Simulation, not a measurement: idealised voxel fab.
Proc. module: voxel wiring stack
Shown is cross-section cut, with a width of 245 nm and square cells of size 5 nm.
The cross-sections in this document take the form of a grid made of square cells. They are written out as bands, in order from top to bottom. Each band consists of one or more rows of cells.
Per band: top height and bottom height in nm, followed by the left-to-right materials and their widths in nm; "throughout" marks a single material spanning edge to edge, "blank" marks empty space.
Note: height 0 marks the level under which the wafer is uniformly one material as received. Lowest band unbounded below, written "0..down".
Width: "30->40" (first number = top row, second number = bottom row, same change from row to row of cells).
"no change" after a step means that no cell of the cross-section changed.
So "Closed void entries" is basically the list of trapped voids: any empty space of 8 cells or more that can't reach the top through an opening. They're written width x height at distance, the distance being from the left edge, and it's all nm.
Formally, on a step line, whatever follows the settings is a remark that the simulator itself makes on the step.
A step's line can hold "overlay nm"; with a mask on that step, the setting says how far right of the planned place the mask lay, while a negative setting says it lay to the left.
### This section lists the process steps that were planned
1. RECEIVE, material Si
2. CONFORMAL_DEP, material SiO2, thk nm 10
3. DIRECTIONAL_DEP, material TiN, thk nm 5
4. DIRECTIONAL_DEP, material Ru, thk nm 20
5. PATTERN, tone cover, mask id METAL_1, material resist, width nm 20, pitch nm 35, thk nm 15, overlay nm 0
6. DIRECTIONAL_ETCH, etch materials Ru, depth nm 20
7. DIRECTIONAL_ETCH, etch materials TiN, depth nm 5
8. STRIP, etch materials resist
9. CONFORMAL_DEP, material SiN, thk nm 5
10. FILL_DEP, material SiO2, thk nm 5
11. CMP, height nm 35
12. CONFORMAL_DEP, material SiCN, thk nm 5
13. DIRECTIONAL_DEP, material SiO2, thk nm 20
14. DIRECTIONAL_DEP, material aC, thk nm 15
15. PATTERN, tone open, mask id PLUG_1, material resist, width nm 15, pitch nm 70, thk nm 30, overlay nm 0
16. DIRECTIONAL_ETCH, etch materials aC, depth nm 15
17. STRIP, etch materials resist
18. DIRECTIONAL_ETCH, etch materials SiO2, depth nm 20
19. DIRECTIONAL_ETCH, etch materials SiCN, depth nm 5
20. STRIP, etch materials aC
21. EPI, material Ru, thk nm 10
22. EPI, material Ru, thk nm 10
23. EPI, material Ru, thk nm 5
24. DIRECTIONAL_DEP, material TiN, thk nm 5
25. DIRECTIONAL_DEP, material Ru, thk nm 20
26. MASKED_ETCH, tone cover, mask id METAL_2, width nm 20, pitch nm 35, etch materials Ru, depth nm 20, overlay nm 0
27. MASKED_ETCH, tone cover, mask id METAL_2, width nm 20, pitch nm 35, etch materials TiN, depth nm 5, overlay nm 0
28. FILL_DEP, material SiO2, thk nm 10
29. CMP, height nm 85
30. CONFORMAL_DEP, material SiCN, thk nm 5
31. DIRECTIONAL_DEP, material SiO2, thk nm 15
32. MASKED_ETCH, tone open, mask id PLUG_2, width nm 15, pitch nm 35, etch materials SiO2, depth nm 5, overlay nm 0
33. MASKED_ETCH, tone open, mask id PLUG_2, width nm 15, pitch nm 35, etch materials SiCN, depth nm 5, overlay nm 0
34. CONFORMAL_DEP, material TiN, thk nm 5
35. FILL_DEP, material W, thk nm 5
36. CMP, height nm 105
37. DIRECTIONAL_DEP, material TiN, thk nm 5
38. DIRECTIONAL_DEP, material W, thk nm 25
39. PATTERN, tone cover, mask id METAL_3, material resist, width nm 20, pitch nm 35, thk nm 20, overlay nm 0
40. DIRECTIONAL_ETCH, etch materials W, depth nm 25
41. DIRECTIONAL_ETCH, etch materials TiN, depth nm 5
42. STRIP, etch materials resist
43. FILL_DEP, material SiO2, thk nm 5
44. CMP, height nm 135
45. CONFORMAL_DEP, material SiN, thk nm 5
Heads up: all these wafers start the same, and what changes between them is the depth nm in step 32. The value you see in the plan is just what the first wafer got.
### Cross-section of the first incoming wafer of several, state after step 1
	0..down  Si throughout
	Closed void entries: none
### Rows = wafers. At module end, each row lists per material the cells gained (+) or lost (-) since the wafer was received, then the closed voids
depth nm 5; +158 Ru; +92 SiCN; +114 SiN; +868 SiO2; +60 TiN; +80 W; Closed void entries: none
depth nm 10; +158 Ru; +92 SiCN; +114 SiN; +856 SiO2; +68 TiN; +84 W; Closed void entries: none
depth nm 15; +158 Ru; +80 SiCN; +114 SiN; +844 SiO2; +84 TiN; +92 W; Closed void entries: none
depth nm 20; +158 Ru; +80 SiCN; +114 SiN; +844 SiO2; +84 TiN; +92 W; Closed void entries: none
depth nm 25; +158 Ru; +80 SiCN; +114 SiN; +844 SiO2; +84 TiN; +92 W; Closed void entries: none
depth nm 30; +158 Ru; +80 SiCN; +114 SiN; +844 SiO2; +84 TiN; +92 W; Closed void entries: none
